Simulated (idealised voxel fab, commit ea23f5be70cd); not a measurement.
A process module follows: voxel released beams.
The cross-section on display is named cut; it measures 300 nm wide, and its cells are 5 nm squares.
Cross-section, as written here: a square-cell grid given band by band from the top down, where a band holds one or more rows of cells.
For a band, the entry starts with two heights in nm, that of the top and then that of the bottom, and carries on with the band's materials in order from left to right, each alongside its width in nm; the word "all across" beside a single material means it fills the band edge to edge, and "blank" means empty space.
Heights are measured from 0, the level below which the as-received wafer is all one material; the lowest band has no bottom and continues downward, written as in "0 -> down".
Quick explanation for "30 to 40": the width changes in equal steps down the rows of cells, from the first number in the band's top row to the second number in its bottom row.
Take "stayed the same" at face value: in the step it is given for, the cross-section changed in none of its cells.
If an empty space has no open way to the top and is at least 8 cells in size, "Cavities, sealed" lists it, written width x height at distance, where distance is measured from the left edge and every value is in nm.
On each step's line, the part that comes after the settings is the simulator's own comment on the step.
Steps that use a mask can have "overlay nm" on their line. It says how far the mask sat to the right of where it was meant to be. Negative means to the left.

## Process steps - plan
1. RECEIVE [material Si]
2. CONFORMAL_DEP [material SiN] [thk nm 10]
3. DIRECTIONAL_DEP [material SiO2] [thk nm 20]
4. MASKED_ETCH [tone open] [mask id ANCHOR] [width nm 40] [etch materials SiO2] [depth nm 20] [overlay nm 0]
5. CONFORMAL_DEP [material W] [thk nm 15]
6. DIRECTIONAL_DEP [material aC] [thk nm 15]
7. PATTERN [tone cover] [mask id BEAM] [material resist] [width nm 100] [thk nm 30] [overlay nm 0]
8. DIRECTIONAL_ETCH [etch materials aC] [depth nm 15]
9. STRIP [etch materials resist]
10. DIRECTIONAL_ETCH [etch materials W] [depth nm 15]
11. STRIP [etch materials aC]
12. STRIP [etch materials SiO2]

## Cross-sectional view of the wafer in its as-received condition, corresponding to the state after step 1
- 0 -> down: Si all across
- Cavities, sealed: none

## Wafer cross-section at module end: first of two, run to plan
- 45 -> 30: 95 blank, 20 W, 10 blank, 70 W, 105 blank
- 30 -> 25: 100 blank, 15 W, 10 blank, 15 W, 160 blank
- 25 -> 10: 100 blank, 40 W, 160 blank
- 10 -> 0: SiN all across
- 0 -> down: Si all across
- Cavities, sealed: none

## Wafer two (of two), end-of-module cross-section: start = wafer one, plan = wafer one, one run mistake
- 60 -> 45: 115 SiN, 10 blank, 175 SiN
- 45 -> 40: 115 W, 10 blank, 175 W
- 40 -> 30: 115 W, 10 SiN, 175 W
- 30 -> 25: 100 SiO2, 15 W, 10 SiN, 15 W, 160 SiO2
- 25 -> 10: 100 SiO2, 40 W, 160 SiO2
- 10 -> 0: SiN all across
- 0 -> down: Si all across
- Cavities, sealed: none
In executing the process, a mistake was made relative to the plan: planned and actual differ for step 6; actual: DIRECTIONAL_DEP [material SiN] [thk nm 15]
Materials where the second wafer ends with more or fewer cells than the first: +180 SiN, +208 SiO2, +120 W
